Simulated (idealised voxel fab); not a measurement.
Module name: voxel self aligned contacts (process module)
Section shown: cut. Width: 200 nm. Cell size: 5 nm, square.
The cross-sections in this document take the form of a grid made of square cells. They are written out as bands, in order from top to bottom. Each band consists of one or more rows of cells. This entry defines a band. It first specifies the height of the band's top and the height of its bottom in nm, and then specifies the band's materials from left to right, stating each material with its width in nm. The word "edge to edge" identifies a single material that fills the band from edge to edge, while the word "blank" identifies empty space. Heads up on the height convention: 0 is the point under which the incoming wafer is all one material, and the lowest band has no bottom, it just keeps going down, like "0 nm and below". Think of "30 to 40" as a width that walks from the first number to the second as you go down the band, top row to bottom row, taking equal-sized steps from row to row. Any step labelled "remains unaltered" changed none of the cells in the cross-section. "Trapped voids" - sealed voids, min. 8 cells, no opening to top; format: width x height at distance (distance from left edge; nm throughout). On a step's line, text after the settings is the simulator commenting on that step. overlay nm: where the mask lay relative to plan, measured to the right, on steps with a mask; negatives go left.

-- This section lists the process steps that were planned
1: RECEIVE (material Si)
2: OXIDIZE (depth nm 5)
3: DIRECTIONAL_DEP (material polySi; thk nm 25)
4: DIRECTIONAL_DEP (material SiN; thk nm 20)
5: MASKED_ETCH (tone cover; mask id GATE; width nm 25; pitch nm 70; etch materials SiN; depth nm 20; overlay nm 0)
6: MASKED_ETCH (tone cover; mask id GATE; width nm 25; pitch nm 70; etch materials polySi; depth nm 25; overlay nm 0)
7: CONFORMAL_DEP (material SiN; thk nm 10)
8: DIRECTIONAL_ETCH (etch materials SiN; depth nm 10)
9: FILL_DEP (material SiO2; thk nm 15)
10: CMP (height nm 55)
11: DIRECTIONAL_DEP (material aC; thk nm 10)
12: PATTERN (tone open; mask id CONTACT; material resist; width nm 55; pitch nm 70; thk nm 25; overlay nm 0)
13: DIRECTIONAL_ETCH (etch materials aC; depth nm 10)
14: STRIP (etch materials resist)
15: DIRECTIONAL_ETCH (etch materials SiO2; depth nm 60)
16: STRIP (etch materials aC)
17: CONFORMAL_DEP (material TiN; thk nm 5)
18: FILL_DEP (material W; thk nm 5)
19: CMP (height nm 55)
20: CONFORMAL_DEP (material SiCN; thk nm 5)

-- Step 1 complete: cross-section of the wafer as received
	0 nm and below: Si edge to edge
	Trapped voids: none

-- Below is the wafer in cross-section after the module was completed. It began from the starting point shown above and followed the plan shown above, except that one mistake was made while running it
	60 nm to 55 nm: SiCN edge to edge
	55 nm to 45 nm: SiO2 35 / TiN 5 to 20 / W 45 to 15 / TiN 5 to 20 / SiO2 15 / TiN 5 to 20 / W 45 to 15 / TiN 5 to 20 / SiO2 40
	45 nm to 25 nm: SiO2 5 / SiN 45 / TiN 5 / W 15 / TiN 5 / SiN 45 / TiN 5 / W 15 / TiN 5 / SiN 45 / SiO2 10
	25 nm to 15 nm: SiO2 5 / SiN 10 / polySi 25 / SiN 10 / TiN 5 / W 15 / TiN 5 / SiN 10 / polySi 25 / SiN 10 / TiN 5 / W 15 / TiN 5 / SiN 10 / polySi 25 / SiN 10 / SiO2 10
	15 nm to 10 nm: SiO2 5 / SiN 10 / polySi 25 / SiN 10 / TiN 25 / SiN 10 / polySi 25 / SiN 10 / TiN 25 / SiN 10 / polySi 25 / SiN 10 / SiO2 10
	10 nm to 0 nm: SiN 15 / polySi 25 / SiN 45 / polySi 25 / SiN 45 / polySi 25 / SiN 20
	0 nm to -5 nm: SiO2 edge to edge
	-5 nm and below: Si edge to edge
	Trapped voids: none
What broke from the plan during processing? steps 7 and 8 got flipped, so each one ran where the other should have
